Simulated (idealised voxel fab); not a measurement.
process module | voxel gate over fins
cross-section cut | 215 nm wide | cells 5 nm
A cross-section is a grid of square cells, given in bands from the top down. A band is one or more rows of cells.
Each band's line starts with the height of the band's top and of its bottom, in nm. Then come its materials from left to right, each with its width in nm. One material with "throughout" fills the band from edge to edge. "air" is empty space.
Height 0 is the level under which the wafer as received is all one material. The lowest band goes on downwards, as in "0 down".
A width such as "30 to 40" changes by the same amount from each row of cells to the next, from the band's top row to its bottom row.
"no change" after a step means that no cell of the cross-section changed.
closed voids: empty space of 8 cells or more with no open way to the top, each as width x height at its distance from the left edge, in nm
after a step's settings: what the simulator itself notes on the step
overlay nm, on a step with a mask: how far to the right of its planned place the mask lay; to the left if negative
plan
1 op RECEIVE | material Si
2 op CONFORMAL_DEP | material SiN | thk nm 5
3 op PATTERN | tone cover | mask id FINS | material resist | width nm 15 | pitch nm 50 | thk nm 20 | overlay nm 0
4 op DIRECTIONAL_ETCH | etch materials SiN | depth nm 5
5 op DIRECTIONAL_ETCH | etch materials Si | depth nm 40
6 op STRIP | etch materials resist
7 op FILL_DEP | material SiO2 | thk nm 5
8 op CMP | height nm 5
9 op PATTERN | tone open | mask id RAIL | material resist | width nm 15 | thk nm 20 | overlay nm 0
10 op DIRECTIONAL_ETCH | etch materials SiO2 | depth nm 40
11 op STRIP | etch materials resist
12 op CONFORMAL_DEP | material TiN | thk nm 5
13 op FILL_DEP | material Ru | thk nm 10
14 op CMP | height nm 5
15 op SELECTIVE_ETCH | etch materials W Ru TiN | depth nm 25
16 op FILL_DEP | material SiO2 | thk nm 5
17 op CMP | height nm 5
18 op SELECTIVE_ETCH | etch materials SiO2 | depth nm 15
19 op STRIP | etch materials SiN
20 op CONFORMAL_DEP | material HfO2 | thk nm 5
21 op CONFORMAL_DEP | material TiN | thk nm 5
22 op CONFORMAL_DEP | material TiAl | thk nm 5
23 op CONFORMAL_DEP | material TiN | thk nm 5
24 op FILL_DEP | material W | thk nm 10
25 op CMP | height nm 25
26 op CONFORMAL_DEP | material SiN | thk nm 5
as received, after step 1
  0 down: Si throughout
  closed voids: none
first wafer at the end, as planned
  30 to 25: SiN throughout
  25 to 20: W throughout
  20 to 15: W 5 | TiN 205 | W 5
  15 to 10: W 5 | TiN 5 | TiAl 45 | TiN 5 | TiAl 45 | TiN 5 | TiAl 45 | TiN 5 | TiAl 45 | TiN 5 | W 5
  10 to 5: TiN 10 | TiAl 5 | TiN 35 | TiAl 5 | TiN 5 | TiAl 5 | TiN 35 | TiAl 5 | TiN 5 | TiAl 5 | TiN 35 | TiAl 5 | TiN 5 | TiAl 5 | TiN 35 | TiAl 5 | TiN 10
  5 to 0: TiAl 15 | TiN 5 | HfO2 25 | TiN 5 | TiAl 15 | TiN 5 | HfO2 25 | TiN 5 | TiAl 15 | TiN 5 | HfO2 25 | TiN 5 | TiAl 15 | TiN 5 | HfO2 25 | TiN 5 | TiAl 15
  0 to -5: TiN 20 | HfO2 5 | Si 15 | HfO2 5 | TiN 25 | HfO2 5 | Si 15 | HfO2 5 | TiN 25 | HfO2 5 | Si 15 | HfO2 5 | TiN 25 | HfO2 5 | Si 15 | HfO2 5 | TiN 20
  -5 to -10: HfO2 25 | Si 15 | HfO2 35 | Si 15 | HfO2 35 | Si 15 | HfO2 35 | Si 15 | HfO2 25
  -10 to -20: SiO2 25 | Si 15 | SiO2 35 | Si 15 | SiO2 35 | Si 15 | SiO2 35 | Si 15 | SiO2 25
  -20 to -30: SiO2 25 | Si 15 | SiO2 10 | TiN 5 | Ru 5 | TiN 5 | SiO2 10 | Si 15 | SiO2 35 | Si 15 | SiO2 35 | Si 15 | SiO2 25
  -30 to -35: SiO2 25 | Si 15 | SiO2 10 | TiN 15 | SiO2 10 | Si 15 | SiO2 35 | Si 15 | SiO2 35 | Si 15 | SiO2 25
  -35 to -40: SiO2 25 | Si 15 | SiO2 35 | Si 15 | SiO2 35 | Si 15 | SiO2 35 | Si 15 | SiO2 25
  -40 down: Si throughout
  closed voids: none
second wafer at the end: like start, like plan, one mistake
  30 to 25: SiN throughout
  25 to 15: W throughout
  15 to 5: W 10 | TiN 45 | W 5 | TiN 45 | W 5 | TiN 45 | W 5 | TiN 45 | W 10
  5 to 0: TiN 20 | HfO2 25 | TiN 25 | HfO2 25 | TiN 25 | HfO2 25 | TiN 25 | HfO2 25 | TiN 20
  0 to -5: TiN 20 | HfO2 5 | Si 15 | HfO2 5 | TiN 25 | HfO2 5 | Si 15 | HfO2 5 | TiN 25 | HfO2 5 | Si 15 | HfO2 5 | TiN 25 | HfO2 5 | Si 15 | HfO2 5 | TiN 20
  -5 to -10: HfO2 25 | Si 15 | HfO2 35 | Si 15 | HfO2 35 | Si 15 | HfO2 35 | Si 15 | HfO2 25
  -10 to -20: SiO2 25 | Si 15 | SiO2 35 | Si 15 | SiO2 35 | Si 15 | SiO2 35 | Si 15 | SiO2 25
  -20 to -30: SiO2 25 | Si 15 | SiO2 10 | TiN 5 | Ru 5 | TiN 5 | SiO2 10 | Si 15 | SiO2 35 | Si 15 | SiO2 35 | Si 15 | SiO2 25
  -30 to -35: SiO2 25 | Si 15 | SiO2 10 | TiN 15 | SiO2 10 | Si 15 | SiO2 35 | Si 15 | SiO2 35 | Si 15 | SiO2 25
  -35 to -40: SiO2 25 | Si 15 | SiO2 35 | Si 15 | SiO2 35 | Si 15 | SiO2 35 | Si 15 | SiO2 25
  -40 down: Si throughout
  closed voids: none
what went wrong: step 22 was left out
at the end the second wafer has, in cells: 59 fewer of TiAl | 6 more of TiN | 53 more of W
